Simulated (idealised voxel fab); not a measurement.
Process module, titled voxel ribs on slabs
Pictured: cross-section cut, 200 nm wide, on a grid of 5 nm square cells.
The cross-sections in this document take the form of a grid made of square cells. They are written out as bands, in order from top to bottom. Each band consists of one or more rows of cells.
Within each band entry, the heights of the top and of the bottom of the band appear first, in that order and in nm; the materials of the band then follow from left to right, each with its corresponding width in nm. The designation "all across" on a single material indicates that it fills the band from edge to edge; the designation "blank" indicates empty space.
Height 0 is the level under which the wafer as received is all one material. The lowest band goes on downwards, as in "z 0 and below".
Read "30..40" as a graded width: first number on top, second number at the bottom, same change between each pair of neighbouring rows.
Any step labelled "nothing changed" changed none of the cells in the cross-section.
"Fully enclosed voids" lists enclosed empty spaces (at least 8 cells, no open path upward to the top), each as width x height at distance from the left edge, in nm.
Text after the settings on a step's line: the simulator's own remark on that step.
Each step line may optionally specify "overlay nm", which for a step with a mask gives the rightward distance between the mask's planned place and where it lay, a negative value indicating the leftward direction.
The process steps that were planned are listed below:
- 1: RECEIVE with material Si
- 2: DIRECTIONAL_DEP with material SiO2, thk nm 30
- 3: DIRECTIONAL_DEP with material polySi, thk nm 15
- 4: MASKED_ETCH with tone cover, mask id RIB, width nm 15, etch materials polySi, depth nm 10, overlay nm 0
- 5: PATTERN with tone cover, mask id SLAB, material resist, width nm 55, thk nm 15, overlay nm 0
- 6: DIRECTIONAL_ETCH with etch materials polySi, depth nm 5
- 7: STRIP with etch materials resist
- 8: FILL_DEP with material SiO2, thk nm 20
- 9: CMP with height nm 55
- 10: DIRECTIONAL_DEP with material W, thk nm 5
- 11: MASKED_ETCH with tone cover, mask id HEATER, width nm 25, etch materials W, depth nm 5, overlay nm 0
- 12: CONFORMAL_DEP with material SiN, thk nm 5
Received-state cross-section, reflecting completion of step 1:
> z 0 and below = Si all across
> Fully enclosed voids: none
Result of the module, cross-sectioned: start per above, plan per above, one error in how it was run:
> z 65 to 55 = SiN all across
> z 55 to 45 = SiO2 all across
> z 45 to 35 = 90 of SiO2, 15 of polySi, 95 of SiO2
> z 35 to 30 = 70 of SiO2, 55 of polySi, 75 of SiO2
> z 30 to 0 = SiO2 all across
> z 0 and below = Si all across
> Fully enclosed voids: none
What went wrong in running the wafer? step 10 deviated from plan and actually ran as DIRECTIONAL_DEP with material SiN, thk nm 5
